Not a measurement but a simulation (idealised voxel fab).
Name of the process module below: voxel tone inversion
We display cut, a cross-section 260 nm in width whose square cells are each 5 nm.
We lay out every cross-section as a grid of square cells and spell it out in bands from the top down, where one band means one or more rows of cells. Basically the band line says how high the top is and how high the bottom is, in nm, and then what's in it from left to right, every material with its width in nm. Empty space shows up as "air", and if a single material carries "everywhere" it runs the full band edge to edge. We count height from 0. Below that, the starting wafer is all one material. The lowest band never ends at the bottom but goes on down; see "0 and below" for how that is written. Quick explanation for "30..40": the width changes in equal steps down the rows of cells, from the first number in the band's top row to the second number in its bottom row. Step note "left unchanged" = no cross-section cell changed. The entry titled "Cavities, closed" provides the empty spaces that have no open way to the top, restricted to those of 8 cells or more. Each is presented as width x height at distance, the distance being measured from the left edge, with all three in nm. Past the settings on a step's line: simulator remark, on that step. overlay nm: mask right of planned place by this much (step with mask). Neg. = left.
Plan
1. RECEIVE, material Si
2. CONFORMAL_DEP, material SiCN, thk nm 5
3. DIRECTIONAL_DEP, material aC, thk nm 25
4. PATTERN, tone cover, mask id POSTS, material resist, width nm 15, pitch nm 45, thk nm 30, overlay nm 0
5. DIRECTIONAL_ETCH, etch materials aC, depth nm 25
6. STRIP, etch materials resist
7. FILL_DEP, material SiO2, thk nm 10
8. CMP, height nm 30
9. STRIP, etch materials aC
10. CONFORMAL_DEP, material TiN, thk nm 5
11. FILL_DEP, material Ru, thk nm 10
12. CMP, height nm 30
13. CONFORMAL_DEP, material SiCN, thk nm 5
Cross-section, incoming material, after step 1
  0 and below: Si everywhere
  Cavities, closed: none
Cross-sectional view of the first of the two wafers upon completion of the module, processed in accordance with the plan
  35 down to 30: SiCN everywhere
  30 down to 10: SiO2 75 nm | TiN 5 nm | Ru 5 nm | TiN 5 nm | SiO2 30 nm | TiN 5 nm | Ru 5 nm | TiN 5 nm | SiO2 30 nm | TiN 5 nm | Ru 5 nm | TiN 5 nm | SiO2 80 nm
  10 down to 5: SiO2 75 nm | TiN 15 nm | SiO2 30 nm | TiN 15 nm | SiO2 30 nm | TiN 15 nm | SiO2 80 nm
  5 down to 0: SiCN everywhere
  0 and below: Si everywhere
  Cavities, closed: none
Second wafer at the end: like start, like plan, one mistake
  35 down to 30: SiCN everywhere
  30 down to 10: Ru 70 nm | TiN 5 nm | SiO2 15 nm | TiN 5 nm | Ru 20 nm | TiN 5 nm | SiO2 15 nm | TiN 5 nm | Ru 20 nm | TiN 5 nm | SiO2 15 nm | TiN 5 nm | Ru 75 nm
  10 down to 5: TiN 75 nm | SiO2 15 nm | TiN 30 nm | SiO2 15 nm | TiN 30 nm | SiO2 15 nm | TiN 80 nm
  5 down to 0: SiCN everywhere
  0 and below: Si everywhere
  Cavities, closed: none
Deviation noted in wafer processing: step 4 did not happen as planned, as run it was PATTERN, tone open, mask id POSTS, material resist, width nm 15, pitch nm 45, thk nm 30, overlay nm 0
Wrapping up, a cell-based count of both wafers puts the second over or under the first for these materials: +136 Ru; -170 SiO2; +34 TiN
